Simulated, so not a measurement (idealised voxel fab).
The following process module bears the name voxel ribs on slabs.
Section shown: cut. Width: 155 nm. Cell size: 5 nm, square.
Notation: cross-section as square-cell grid; stated in bands, top first, going down; one or more cell rows per band.
Top height, bottom height, nm. Materials left to right, width each, nm. Single material + "edge to edge" = fills band edge to edge. "empty" = empty.
It should be noted that heights are counted from 0, beneath which the wafer as supplied is of one material throughout, and that the lowest band possesses no lower boundary but continues downward, as written in "z 0 and below".
The notation "30..40" denotes a width that varies across the rows of cells in the band, beginning at the first number in the top row, finishing at the second number in the bottom row, and changing by an identical amount from each row to the next.
Basically "all unchanged" means that step didn't change any cell in the cross-section.
Closed-off voids of 8+ cells (no open route to the top) go in "Closed void catalog", written width x height at distance from the left edge, in nm.
If you see something after the settings on a step's line, that's the simulator's own remark about that step.
The optional step-line setting "overlay nm" applies to steps with a mask and quantifies how far to the right of its planned location the mask lay, a negative value indicating leftward placement.
The following list gives the planned process steps:
1 RECEIVE [material Si]
2 DIRECTIONAL_DEP [material SiO2] [thk nm 20]
3 DIRECTIONAL_DEP [material SiN] [thk nm 15]
4 DIRECTIONAL_DEP [material aC] [thk nm 10]
5 PATTERN [tone cover] [mask id RIB] [material resist] [width nm 30] [thk nm 30] [overlay nm 0]
6 DIRECTIONAL_ETCH [etch materials aC] [depth nm 10]
7 STRIP [etch materials resist]
8 DIRECTIONAL_ETCH [etch materials SiN] [depth nm 10]
9 STRIP [etch materials aC]
10 DIRECTIONAL_DEP [material aC] [thk nm 15]
11 PATTERN [tone cover] [mask id SLAB] [material resist] [width nm 90] [thk nm 35] [overlay nm 0]
12 DIRECTIONAL_ETCH [etch materials aC] [depth nm 15]
13 STRIP [etch materials resist]
14 DIRECTIONAL_ETCH [etch materials SiN] [depth nm 5]
15 STRIP [etch materials aC]
16 FILL_DEP [material SiO2] [thk nm 25]
17 CMP [height nm 50]
18 DIRECTIONAL_DEP [material W] [thk nm 10]
19 DIRECTIONAL_DEP [material aC] [thk nm 15]
20 PATTERN [tone cover] [mask id HEATER] [material resist] [width nm 40] [thk nm 35] [overlay nm 0]
21 DIRECTIONAL_ETCH [etch materials aC] [depth nm 15]
22 STRIP [etch materials resist]
23 DIRECTIONAL_ETCH [etch materials W] [depth nm 10]
24 STRIP [etch materials aC]
25 CONFORMAL_DEP [material SiN] [thk nm 10]
First out of two wafers; run went to plan:
As received, after step 1:
* z 0 and below: Si edge to edge
* Closed void catalog: none
The wafer in cross-section once step 2 is complete:
* z 20 to 0: SiO2 edge to edge
* Everything below 0 is unchanged.
The wafer in cross-section once step 3 is complete:
* z 35 to 20: SiN edge to edge
* Everything below 20 is unchanged.
The wafer in cross-section once step 4 is complete:
* z 45 to 35: aC edge to edge
* Everything below 35 is unchanged.
The wafer in cross-section once step 5 is complete:
* z 75 to 45: empty 60 | resist 30 | empty 65
* Everything below 45 is unchanged.
The wafer in cross-section once step 6 is complete:
* z 65 to 45: empty 60 | resist 30 | empty 65
* z 45 to 35: empty 60 | aC 30 | empty 65
* Everything below 35 is unchanged.
The wafer in cross-section once step 7 is complete:
* z 45 to 35: empty 60 | aC 30 | empty 65
* Everything below 35 is unchanged.
The wafer in cross-section once step 8 is complete:
* z 45 to 35: empty 60 | aC 30 | empty 65
* z 35 to 25: empty 60 | SiN 30 | empty 65
* Everything below 25 is unchanged.
The wafer in cross-section once step 9 is complete:
* z 35 to 25: empty 60 | SiN 30 | empty 65
* Everything below 25 is unchanged.
The wafer in cross-section once step 10 is complete:
* z 50 to 40: empty 60 | aC 30 | empty 65
* z 40 to 35: aC edge to edge
* z 35 to 25: aC 60 | SiN 30 | aC 65
* Everything below 25 is unchanged.
The wafer in cross-section once step 11 is complete:
* z 85 to 50: empty 30 | resist 90 | empty 35
* z 50 to 40: empty 30 | resist 30 | aC 30 | resist 30 | empty 35
* Everything below 40 is unchanged.
The wafer in cross-section once step 12 is complete:
* z 70 to 50: empty 30 | resist 90 | empty 35
* z 50 to 40: empty 30 | resist 30 | aC 30 | resist 30 | empty 35
* z 40 to 35: empty 30 | aC 90 | empty 35
* z 35 to 25: empty 30 | aC 30 | SiN 30 | aC 30 | empty 35
* Everything below 25 is unchanged.
The wafer in cross-section once step 13 is complete:
* z 50 to 40: empty 60 | aC 30 | empty 65
* Everything below 40 is unchanged.
The wafer in cross-section once step 14 is complete:
* z 50 to 40: empty 60 | aC 30 | empty 65
* z 40 to 35: empty 30 | aC 90 | empty 35
* z 35 to 25: empty 30 | aC 30 | SiN 30 | aC 30 | empty 35
* z 25 to 20: empty 30 | SiN 90 | empty 35
* Everything below 20 is unchanged.
The wafer in cross-section once step 15 is complete:
* z 35 to 25: empty 60 | SiN 30 | empty 65
* Everything below 25 is unchanged.
The wafer in cross-section once step 16 is complete:
* z 60 to 35: SiO2 edge to edge
* z 35 to 25: SiO2 60 | SiN 30 | SiO2 65
* z 25 to 20: SiO2 30 | SiN 90 | SiO2 35
* Everything below 20 is unchanged.
The wafer in cross-section once step 17 is complete:
* z 50 to 35: SiO2 edge to edge
* Everything below 35 is unchanged.
The wafer in cross-section once step 18 is complete:
* z 60 to 50: W edge to edge
* Everything below 50 is unchanged.
The wafer in cross-section once step 19 is complete:
* z 75 to 60: aC edge to edge
* Everything below 60 is unchanged.
The wafer in cross-section once step 20 is complete:
* z 110 to 75: empty 55 | resist 40 | empty 60
* Everything below 75 is unchanged.
The wafer in cross-section once step 21 is complete:
* z 95 to 75: empty 55 | resist 40 | empty 60
* z 75 to 60: empty 55 | aC 40 | empty 60
* Everything below 60 is unchanged.
The wafer in cross-section once step 22 is complete:
* z 75 to 60: empty 55 | aC 40 | empty 60
* Everything below 60 is unchanged.
The wafer in cross-section once step 23 is complete:
* z 75 to 60: empty 55 | aC 40 | empty 60
* z 60 to 50: empty 55 | W 40 | empty 60
* Everything below 50 is unchanged.
The wafer in cross-section once step 24 is complete:
* z 60 to 50: empty 55 | W 40 | empty 60
* Everything below 50 is unchanged.
The wafer in cross-section once step 25 is complete:
* z 70 to 60: empty 45 | SiN 60 | empty 50
* z 60 to 50: SiN 55 | W 40 | SiN 60
* Everything below 50 is unchanged.
Second wafer. Start and plan as for the first. One mistake made in running. Agrees with the first up to and including step 19:
Cross-section: second wafer, time at which step 20 was scheduled to end:
* z 110 to 75: empty 65 | resist 40 | empty 50
* Everything below 75 is unchanged.
Cross-section: second wafer, time at which step 21 was scheduled to end:
* z 95 to 75: empty 65 | resist 40 | empty 50
* z 75 to 60: empty 65 | aC 40 | empty 50
* Everything below 60 is unchanged.
Cross-section: second wafer, time at which step 22 was scheduled to end:
* z 75 to 60: empty 65 | aC 40 | empty 50
* Everything below 60 is unchanged.
Cross-section: second wafer, time at which step 23 was scheduled to end:
* z 75 to 60: empty 65 | aC 40 | empty 50
* z 60 to 50: empty 65 | W 40 | empty 50
* Everything below 50 is unchanged.
Cross-section: second wafer, time at which step 24 was scheduled to end:
* z 60 to 50: empty 65 | W 40 | empty 50
* Everything below 50 is unchanged.
Cross-section: second wafer, time at which step 25 was scheduled to end:
* z 70 to 60: empty 55 | SiN 60 | empty 40
* z 60 to 50: SiN 65 | W 40 | SiN 50
* Everything below 50 is unchanged.
Plan not followed: contrary to plan, step 20 was performed as PATTERN [tone cover] [mask id HEATER] [material resist] [width nm 40] [thk nm 35] [overlay nm 10]
Final state: per-material cell counts identical on both wafers; locations differ.
